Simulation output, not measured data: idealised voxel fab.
The document below concerns the process module designated voxel lift off.
It is cross-section cut that appears here, measuring 275 nm in width, its square cells being 5 nm in size.
We lay out every cross-section as a grid of square cells and spell it out in bands from the top down, where one band means one or more rows of cells.
It is stipulated that each band's entry specify, in nanometres, the height of the top of the band and then that of its bottom, followed by the materials of the band in left-to-right sequence, each together with its width in nanometres. A single material marked by the word "all across" is understood to fill the band from edge to edge; the word "empty" is understood to denote empty space.
Counting heights begins at 0, where everything beneath is, in the wafer as received, one material. The lowest band has no bottom; it goes on downwards, as "0 -> down" shows.
Top row gets the first number, bottom row gets the second, and each row in between changes by the same step: that is how a band width like "30->40" works.
Take "nothing different" at face value: in the step it is given for, the cross-section changed in none of its cells.
"Closed-off voids" - sealed voids, min. 8 cells, no opening to top; format: width x height at distance (distance from left edge; nm throughout).
Anything after a step's settings on that line? It's the simulator's own note about the step.
"overlay nm" answers the question of how far to the right of plan the mask lay on a step that has a mask, and when it is negative the answer is to the left.
Everything after this point is organized in pairs: a cross-section before one process step, a cross-section after it that shows only as deep as the lowest changed band, and, under the pair, the intervening step with its settings. Because different runs of this module on the same starting wafer can supply different pairs, a pair continues from the pair above it only if its entry headed "Incoming structure" says so.

### Incoming structure
> 0 -> down: Si all across
> Closed-off voids: none

### Post-Process Section
> 10 -> 0: Al2O3 all across
> Nothing below the height 0 has changed.
> Closed-off voids: none
Here is the step that sits between the two cross-sections above: CONFORMAL_DEP,material Al2O3,thk nm 10

Incoming structure: as shown after the step in the preceding pair, directly above.

### Post-Process Section
> 35 -> 10: resist (105); empty (15); resist (30); empty (15); resist (110)
> Nothing below the height 10 has changed.
> Closed-off voids: none
Here is the step that sits between the two cross-sections above: PATTERN,tone open,mask id LINES,material resist,width nm 15,pitch nm 45,thk nm 25,overlay nm 0

Incoming structure: as shown after the step in the preceding pair, directly above.

### Post-Process Section
> 50 -> 35: Ru (105); empty (15); Ru (30); empty (15); Ru (110)
> 35 -> 25: resist (105); empty (15); resist (30); empty (15); resist (110)
> 25 -> 10: resist (105); Ru (15); resist (30); Ru (15); resist (110)
> Nothing below the height 10 has changed.
> Closed-off voids: none
Here is the step that sits between the two cross-sections above: DIRECTIONAL_DEP,material Ru,thk nm 15

Incoming structure: as shown after the step in the preceding pair, directly above.

### Post-Process Section
> 25 -> 10: empty (105); Ru (15); empty (30); Ru (15); empty (110)
> Nothing below the height 10 has changed.
> Closed-off voids: none
Here is the step that sits between the two cross-sections above: STRIP,etch materials resist

Incoming structure: as shown after the step in the preceding pair, directly above.

### Post-Process Section
> 35 -> 25: empty (95); SiN (35); empty (10); SiN (35); empty (100)
> 25 -> 20: empty (95); SiN (10); Ru (15); SiN (10); empty (10); SiN (10); Ru (15); SiN (10); empty (100)
> 20 -> 10: SiN (105); Ru (15); SiN (30); Ru (15); SiN (110)
> Nothing below the height 10 has changed.
> Closed-off voids: none
Here is the step that sits between the two cross-sections above: CONFORMAL_DEP,material SiN,thk nm 10

### Incoming structure
> 25 -> 10: empty (105); Ru (15); empty (30); Ru (15); empty (110)
> 10 -> 0: Al2O3 all across
> 0 -> down: Si all across
> Closed-off voids: none

### Post-Process Section
> 30 -> 25: empty (100); SiN (25); empty (20); SiN (25); empty (105)
> 25 -> 15: empty (100); SiN (5); Ru (15); SiN (5); empty (20); SiN (5); Ru (15); SiN (5); empty (105)
> 15 -> 10: SiN (105); Ru (15); SiN (30); Ru (15); SiN (110)
> Nothing below the height 10 has changed.
> Closed-off voids: none
Here is the step that sits between the two cross-sections above: CONFORMAL_DEP,material SiN,thk nm 5

### Incoming structure
> 10 -> 0: Al2O3 all across
> 0 -> down: Si all across
> Closed-off voids: none

### Post-Process Section
> 35 -> 10: resist (105); empty (20); resist (25); empty (20); resist (105)
> Nothing below the height 10 has changed.
> Closed-off voids: none
Here is the step that sits between the two cross-sections above: PATTERN,tone open,mask id LINES,material resist,width nm 20,pitch nm 45,thk nm 25,overlay nm 0

Incoming structure: as shown after the step in the preceding pair, directly above.

### Post-Process Section
> 50 -> 35: Ru (105); empty (20); Ru (25); empty (20); Ru (105)
> 35 -> 25: resist (105); empty (20); resist (25); empty (20); resist (105)
> 25 -> 10: resist (105); Ru (20); resist (25); Ru (20); resist (105)
> Nothing below the height 10 has changed.
> Closed-off voids: none
Here is the step that sits between the two cross-sections above: DIRECTIONAL_DEP,material Ru,thk nm 15

Incoming structure: as shown after the step in the preceding pair, directly above.

### Post-Process Section
> 25 -> 10: empty (105); Ru (20); empty (25); Ru (20); empty (105)
> Nothing below the height 10 has changed.
> Closed-off voids: none
Here is the step that sits between the two cross-sections above: STRIP,etch materials resist

Incoming structure: as shown after the step in the preceding pair, directly above.

### Post-Process Section
> 35 -> 25: empty (95); SiN (40); empty (5); SiN (40); empty (95)
> 25 -> 20: empty (95); SiN (10); Ru (20); SiN (10); empty (5); SiN (10); Ru (20); SiN (10); empty (95)
> 20 -> 10: SiN (105); Ru (20); SiN (25); Ru (20); SiN (105)
> Nothing below the height 10 has changed.
> Closed-off voids: none
Here is the step that sits between the two cross-sections above: CONFORMAL_DEP,material SiN,thk nm 10

### Incoming structure
> 10 -> 0: Al2O3 all across
> 0 -> down: Si all across
> Closed-off voids: none

### Post-Process Section
> 35 -> 10: resist (110); empty (15); resist (30); empty (15); resist (105)
> Nothing below the height 10 has changed.
> Closed-off voids: none
Here is the step that sits between the two cross-sections above: PATTERN,tone open,mask id LINES,material resist,width nm 15,pitch nm 45,thk nm 25,overlay nm 5

Incoming structure: as shown after the step in the preceding pair, directly above.

### Post-Process Section
> 50 -> 35: Ru (110); empty (15); Ru (30); empty (15); Ru (105)
> 35 -> 25: resist (110); empty (15); resist (30); empty (15); resist (105)
> 25 -> 10: resist (110); Ru (15); resist (30); Ru (15); resist (105)
> Nothing below the height 10 has changed.
> Closed-off voids: none
Here is the step that sits between the two cross-sections above: DIRECTIONAL_DEP,material Ru,thk nm 15

Incoming structure: as shown after the step in the preceding pair, directly above.

### Post-Process Section
> 25 -> 10: empty (110); Ru (15); empty (30); Ru (15); empty (105)
> Nothing below the height 10 has changed.
> Closed-off voids: none
Here is the step that sits between the two cross-sections above: STRIP,etch materials resist

Incoming structure: as shown after the step in the preceding pair, directly above.

### Post-Process Section
> 35 -> 25: empty (100); SiN (35); empty (10); SiN (35); empty (95)
> 25 -> 20: empty (100); SiN (10); Ru (15); SiN (10); empty (10); SiN (10); Ru (15); SiN (10); empty (95)
> 20 -> 10: SiN (110); Ru (15); SiN (30); Ru (15); SiN (105)
> Nothing below the height 10 has changed.
> Closed-off voids: none
Here is the step that sits between the two cross-sections above: CONFORMAL_DEP,material SiN,thk nm 10

### Incoming structure
> 35 -> 10: resist (105); empty (15); resist (30); empty (15); resist (110)
> 10 -> 0: Al2O3 all across
> 0 -> down: Si all across
> Closed-off voids: none

### Post-Process Section
> 50 -> 35: SiN (105); empty (15); SiN (30); empty (15); SiN (110)
> 35 -> 25: resist (105); empty (15); resist (30); empty (15); resist (110)
> 25 -> 10: resist (105); SiN (15); resist (30); SiN (15); resist (110)
> Nothing below the height 10 has changed.
> Closed-off voids: none
Here is the step that sits between the two cross-sections above: DIRECTIONAL_DEP,material SiN,thk nm 15

Incoming structure: as shown after the step in the preceding pair, directly above.

### Post-Process Section
> 25 -> 10: empty (105); SiN (15); empty (30); SiN (15); empty (110)
> Nothing below the height 10 has changed.
> Closed-off voids: none
Here is the step that sits between the two cross-sections above: STRIP,etch materials resist

Incoming structure: as shown after the step in the preceding pair, directly above.

### Post-Process Section
> 35 -> 20: empty (95); SiN (35); empty (10); SiN (35); empty (100)
> 20 -> 10: SiN all across
> Nothing below the height 10 has changed.
> Closed-off voids: none
Here is the step that sits between the two cross-sections above: CONFORMAL_DEP,material SiN,thk nm 10

### Incoming structure
> 10 -> 0: Al2O3 all across
> 0 -> down: Si all across
> Closed-off voids: none

### Post-Process Section
> 35 -> 10: empty (105); resist (15); empty (30); resist (15); empty (110)
> Nothing below the height 10 has changed.
> Closed-off voids: none
Here is the step that sits between the two cross-sections above: PATTERN,tone cover,mask id LINES,material resist,width nm 15,pitch nm 45,thk nm 25,overlay nm 0

Incoming structure: as shown after the step in the preceding pair, directly above.

### Post-Process Section
> 50 -> 35: empty (105); Ru (15); empty (30); Ru (15); empty (110)
> 35 -> 25: empty (105); resist (15); empty (30); resist (15); empty (110)
> 25 -> 10: Ru (105); resist (15); Ru (30); resist (15); Ru (110)
> Nothing below the height 10 has changed.
> Closed-off voids: none
Here is the step that sits between the two cross-sections above: DIRECTIONAL_DEP,material Ru,thk nm 15

Incoming structure: as shown after the step in the preceding pair, directly above.

### Post-Process Section
> 25 -> 10: Ru (105); empty (15); Ru (30); empty (15); Ru (110)
> Nothing below the height 10 has changed.
> Closed-off voids: none
Here is the step that sits between the two cross-sections above: STRIP,etch materials resist

Incoming structure: as shown after the step in the preceding pair, directly above.

### Post-Process Section
> 35 -> 25: SiN all across
> 25 -> 10: Ru (105); SiN (15); Ru (30); SiN (15); Ru (110)
> Nothing below the height 10 has changed.
> Closed-off voids: none
Here is the step that sits between the two cross-sections above: CONFORMAL_DEP,material SiN,thk nm 10
